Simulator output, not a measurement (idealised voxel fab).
process module | voxel wiring stack
It is cross-section cut that appears here, measuring 230 nm in width, its square cells being 5 nm in size.
Cross-section layout: square cells on a grid; listed as bands, top to bottom; a band spans one or more cell rows. The entry gives the band's vertical extent as a top height and a bottom height in nm, then its horizontal make-up as materials from left to right, each with a width in nm. "blank" stands for empty space; a single material marked "edge to edge" fills the band edge to edge. The reference from which all heights are counted is 0, the level beneath which the as-received wafer is entirely one material; the lowest band, having no lower bound, proceeds downward and is written after the example "0 nm and below". You'd read "30..40" like this: the band's top row of cells is as wide as the first number, its bottom row is as wide as the second, and going down, every row changes width by the same amount as the row before did. Where the words "nothing got changed" appear for a step, the cross-section shows no cell changed by that step; every cell remained as before. If an empty space has no open way to the top and is at least 8 cells in size, "Completely sealed voids" lists it, written width x height at distance, where distance is measured from the left edge and every value is in nm. On a step's line, text after the settings is the simulator commenting on that step. Steps that use a mask can have "overlay nm" on their line. It says how far the mask sat to the right of where it was meant to be. Negative means to the left.

Set out below are the planned steps of the process
1: RECEIVE, material Si
2: CONFORMAL_DEP, material SiO2, thk nm 10
3: CONFORMAL_DEP, material SiCN, thk nm 5
4: DIRECTIONAL_DEP, material lowk, thk nm 25
5: DIRECTIONAL_DEP, material aC, thk nm 5
6: PATTERN, tone open, mask id METAL_1, material resist, width nm 30, pitch nm 45, thk nm 25, overlay nm 0
7: DIRECTIONAL_ETCH, etch materials aC, depth nm 10
8: STRIP, etch materials resist
9: DIRECTIONAL_ETCH, etch materials lowk, depth nm 25
10: DIRECTIONAL_ETCH, etch materials SiCN, depth nm 5
11: STRIP, etch materials aC
12: CONFORMAL_DEP, material TiN, thk nm 5
13: FILL_DEP, material Cu, thk nm 5
14: CMP, height nm 40
15: CONFORMAL_DEP, material SiCN, thk nm 5
16: DIRECTIONAL_DEP, material SiO2, thk nm 30
17: MASKED_ETCH, tone open, mask id METAL_2, width nm 30, pitch nm 45, etch materials SiO2, depth nm 20, overlay nm 0
18: DIRECTIONAL_DEP, material aC, thk nm 15
19: PATTERN, tone open, mask id METAL_2_HOLES, material resist, width nm 15, pitch nm 45, thk nm 30, overlay nm 0
20: DIRECTIONAL_ETCH, etch materials aC, depth nm 15
21: STRIP, etch materials resist
22: DIRECTIONAL_ETCH, etch materials SiO2, depth nm 10
23: DIRECTIONAL_ETCH, etch materials SiCN, depth nm 5
24: STRIP, etch materials aC
25: CONFORMAL_DEP, material TiN, thk nm 5
26: FILL_DEP, material Cu, thk nm 10
27: CMP, height nm 75
28: CONFORMAL_DEP, material SiCN, thk nm 5
29: DIRECTIONAL_DEP, material lowk, thk nm 30
30: MASKED_ETCH, tone open, mask id METAL_3, width nm 30, pitch nm 45, etch materials lowk, depth nm 20, overlay nm 0
31: DIRECTIONAL_DEP, material aC, thk nm 15
32: PATTERN, tone open, mask id METAL_3_HOLES, material resist, width nm 15, pitch nm 45, thk nm 30, overlay nm 0
33: DIRECTIONAL_ETCH, etch materials aC, depth nm 15
34: STRIP, etch materials resist
35: DIRECTIONAL_ETCH, etch materials lowk, depth nm 10
36: DIRECTIONAL_ETCH, etch materials SiCN, depth nm 5
37: STRIP, etch materials aC
38: CONFORMAL_DEP, material TiN, thk nm 5
39: FILL_DEP, material Ru, thk nm 5
40: CMP, height nm 110
41: CONFORMAL_DEP, material SiCN, thk nm 5
The value of thk nm given for step 5 in the plan refers to the first wafer; the wafers vary in this setting and are alike at the start.

The first of several wafers in cross-section, exactly as it reached us after step 1
    0 nm and below: Si edge to edge
    Completely sealed voids: none

Rows = wafers. At module end, each row lists per material the cells gained (+) or lost (-) since the wafer was received, then the closed voids
thk nm 5 | +140 Cu | +60 Ru | +136 SiCN | +248 SiO2 | +208 TiN | +266 lowk | Completely sealed voids: none
thk nm 10 | +140 Cu | +60 Ru | +136 SiCN | +248 SiO2 | +208 TiN | +266 lowk | Completely sealed voids: none
thk nm 15 | +60 Cu | +60 Ru | +160 SiCN | +248 SiO2 | +144 TiN | +386 lowk | Completely sealed voids: none
thk nm 20 | +60 Cu | +60 Ru | +160 SiCN | +248 SiO2 | +144 TiN | +386 lowk | Completely sealed voids: none
thk nm 25 | +60 Cu | +60 Ru | +160 SiCN | +248 SiO2 | +144 TiN | +386 lowk | Completely sealed voids: none
